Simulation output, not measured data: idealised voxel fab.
Herein follows the process module entitled voxel transistor to metal.
Each square cell in cross-section cut measures 5 nm, and the section as a whole is 150 nm wide.
Cross-sections here: square-cell grids, written as top-down lists of bands, a band being one or more rows of cells.
The entry gives the band's vertical extent as a top height and a bottom height in nm, then its horizontal make-up as materials from left to right, each with a width in nm. "blank" stands for empty space; a single material marked "all across" fills the band edge to edge.
The level at which height equals 0 is the one under which the wafer, as it arrives, is entirely one material. No lower edge exists for the bottom band, which continues downward and is notated as in "0 -> down".
With a width like "30..40", each row of cells in the band differs from the next by the same amount, the top row carrying the first number and the bottom row the second.
The cross-section has no changed cell in any step marked "nothing got changed".
What "Closed empty spaces" gives you is every empty space of 8 cells or more that is cut off from the top. Each appears as width x height at distance, with the distance taken from the left edge and width, height and distance all in nm.
Note: text after step settings on the step line = simulator remark on that step.
The "overlay nm" setting may appear on a step's line; for a step that uses a mask, it gives how far to the right of its planned position the mask lay, and a negative value indicates the left.

Planned step list for the process:
1 op RECEIVE | material Si
2 op OXIDIZE | depth nm 5
3 op CONFORMAL_DEP | material SiN | thk nm 15
4 op MASKED_ETCH | tone cover | mask id ACTIVE | width nm 105 | etch materials SiN | depth nm 15 | overlay nm 0
5 op MASKED_ETCH | tone cover | mask id ACTIVE | width nm 105 | etch materials SiO2 | depth nm 5 | overlay nm 0
6 op MASKED_ETCH | tone cover | mask id ACTIVE | width nm 105 | etch materials Si | depth nm 35 | overlay nm 0
7 op OXIDIZE | depth nm 5
8 op FILL_DEP | material SiO2 | thk nm 5
9 op CMP | height nm 15
10 op SELECTIVE_ETCH | etch materials SiO2 | depth nm 10
11 op STRIP | etch materials SiN
12 op SELECTIVE_ETCH | etch materials SiO2 | depth nm 5
13 op OXIDIZE | depth nm 5
14 op DIRECTIONAL_DEP | material polySi | thk nm 20
15 op DIRECTIONAL_DEP | material SiCN | thk nm 10
16 op MASKED_ETCH | tone cover | mask id GATE | width nm 25 | etch materials SiCN | depth nm 20 | overlay nm 0
17 op MASKED_ETCH | tone cover | mask id GATE | width nm 25 | etch materials polySi | depth nm 30 | overlay nm 0
18 op CONFORMAL_DEP | material SiN | thk nm 10
19 op DIRECTIONAL_ETCH | etch materials SiN | depth nm 10
20 op DIRECTIONAL_ETCH | etch materials SiO2 | depth nm 5
21 op DIRECTIONAL_ETCH | etch materials Si | depth nm 15
22 op EPI | material nSi | thk nm 15
23 op FILL_DEP | material SiO2 | thk nm 10
24 op CMP | height nm 25
25 op DIRECTIONAL_DEP | material SiO2 | thk nm 15
26 op PATTERN | tone open | mask id CONTACT | material resist | width nm 15 | pitch nm 80 | thk nm 15 | overlay nm 0
27 op DIRECTIONAL_ETCH | etch materials SiO2 | depth nm 50
28 op STRIP | etch materials resist
29 op CONFORMAL_DEP | material TiN | thk nm 5
30 op FILL_DEP | material W | thk nm 10
31 op CMP | height nm 40
32 op CONFORMAL_DEP | material SiN | thk nm 5
33 op DIRECTIONAL_DEP | material lowk | thk nm 25
34 op DIRECTIONAL_DEP | material aC | thk nm 10
35 op PATTERN | tone open | mask id METAL_1 | material resist | width nm 15 | pitch nm 80 | thk nm 25 | overlay nm 0
36 op DIRECTIONAL_ETCH | etch materials aC | depth nm 10
37 op STRIP | etch materials resist
38 op DIRECTIONAL_ETCH | etch materials lowk | depth nm 25
39 op DIRECTIONAL_ETCH | etch materials SiN | depth nm 5
40 op STRIP | etch materials aC
41 op CONFORMAL_DEP | material TiN | thk nm 5
42 op FILL_DEP | material Cu | thk nm 5
43 op CMP | height nm 70
44 op CONFORMAL_DEP | material SiN | thk nm 5

Received-state cross-section, reflecting completion of step 1:
  0 -> down | Si all across
  Closed empty spaces: none

Looking at the first of two wafers in cross-section at end of module - ran to plan:
  75 -> 70 | SiN all across
  70 -> 45 | 25 of lowk; 5 of TiN; 5 of Cu; 5 of TiN; 65 of lowk; 5 of TiN; 5 of Cu; 5 of TiN; 30 of lowk
  45 -> 40 | 25 of SiN; 15 of TiN; 65 of SiN; 15 of TiN; 30 of SiN
  40 -> 25 | 25 of SiO2; 5 of TiN; 5 of W; 5 of TiN; 65 of SiO2; 5 of TiN; 5 of W; 5 of TiN; 30 of SiO2
  25 -> 15 | 25 of SiO2; 5 of TiN; 5 of W; 5 of TiN; 10 of SiO2; 10 of SiN; 25 of SiCN; 10 of SiN; 10 of SiO2; 5 of TiN; 5 of W; 5 of TiN; 30 of SiO2
  15 -> 10 | 25 of SiO2; 5 of TiN; 5 of W; 5 of TiN; 10 of SiO2; 10 of SiN; 25 of polySi; 10 of SiN; 10 of SiO2; 5 of TiN; 5 of W; 5 of TiN; 30 of SiO2
  10 -> 5 | 25 of SiO2; 15 of TiN; 10 of SiO2; 10 of SiN; 25 of polySi; 10 of SiN; 10 of SiO2; 15 of TiN; 30 of SiO2
  5 -> 0 | 25 of SiO2; 10 of TiN; 15 of nSi; 10 of SiN; 25 of polySi; 10 of SiN; 15 of nSi; 10 of TiN; 30 of SiO2
  0 -> -5 | 15 of SiO2; 10 of SiN; 10 of TiN; 15 of nSi; 10 of SiN; 25 of polySi; 10 of SiN; 15 of nSi; 10 of TiN; 10 of SiN; 20 of SiO2
  -5 -> -10 | 25 of SiO2; 10 of TiN; 15 of nSi; 45 of SiO2; 15 of nSi; 10 of TiN; 30 of SiO2
  -10 -> -25 | 25 of SiO2; 25 of nSi; 45 of Si; 25 of nSi; 30 of SiO2
  -25 -> -45 | 25 of SiO2; 95 of Si; 30 of SiO2
  -45 -> down | Si all across
  Closed empty spaces: none

Second wafer through the module, sectioned at the end: same beginning and same plan as the first wafer, with one mistake in carrying it out:
  75 -> 70 | SiN all across
  70 -> 45 | 25 of lowk; 5 of TiN; 5 of Cu; 5 of TiN; 65 of lowk; 5 of TiN; 5 of Cu; 5 of TiN; 30 of lowk
  45 -> 40 | 25 of SiN; 15 of TiN; 65 of SiN; 15 of TiN; 30 of SiN
  40 -> 25 | 25 of SiO2; 5 of TiN; 5 of W; 5 of TiN; 65 of SiO2; 5 of TiN; 5 of W; 5 of TiN; 30 of SiO2
  25 -> 15 | 25 of SiO2; 5 of TiN; 5 of W; 5 of TiN; 10 of SiO2; 10 of SiN; 25 of SiCN; 10 of SiN; 10 of SiO2; 5 of TiN; 5 of W; 5 of TiN; 30 of SiO2
  15 -> 10 | 25 of SiO2; 5 of TiN; 5 of W; 5 of TiN; 10 of SiO2; 10 of SiN; 25 of polySi; 10 of SiN; 10 of SiO2; 5 of TiN; 5 of W; 5 of TiN; 30 of SiO2
  10 -> 5 | 25 of SiO2; 15 of TiN; 10 of SiO2; 10 of SiN; 25 of polySi; 10 of SiN; 10 of SiO2; 15 of TiN; 30 of SiO2
  5 -> 0 | 35 of SiO2; 15 of nSi; 10 of SiN; 25 of polySi; 10 of SiN; 15 of nSi; 40 of SiO2
  0 -> -5 | 15 of SiO2; 10 of SiN; 10 of SiO2; 15 of nSi; 10 of SiN; 25 of polySi; 10 of SiN; 15 of nSi; 10 of SiO2; 10 of SiN; 20 of SiO2
  -5 -> -10 | 35 of SiO2; 15 of nSi; 45 of SiO2; 15 of nSi; 40 of SiO2
  -10 -> -25 | 25 of SiO2; 25 of nSi; 45 of Si; 25 of nSi; 30 of SiO2
  -25 -> -45 | 25 of SiO2; 95 of Si; 30 of SiO2
  -45 -> down | Si all across
  Closed empty spaces: none
Against the plan, the run slipped here: regarding the plan, step 25 was run twice
End of process, cell counts, second wafer against first, materials with more or fewer: SiO2: 12 more; TiN: 12 fewer
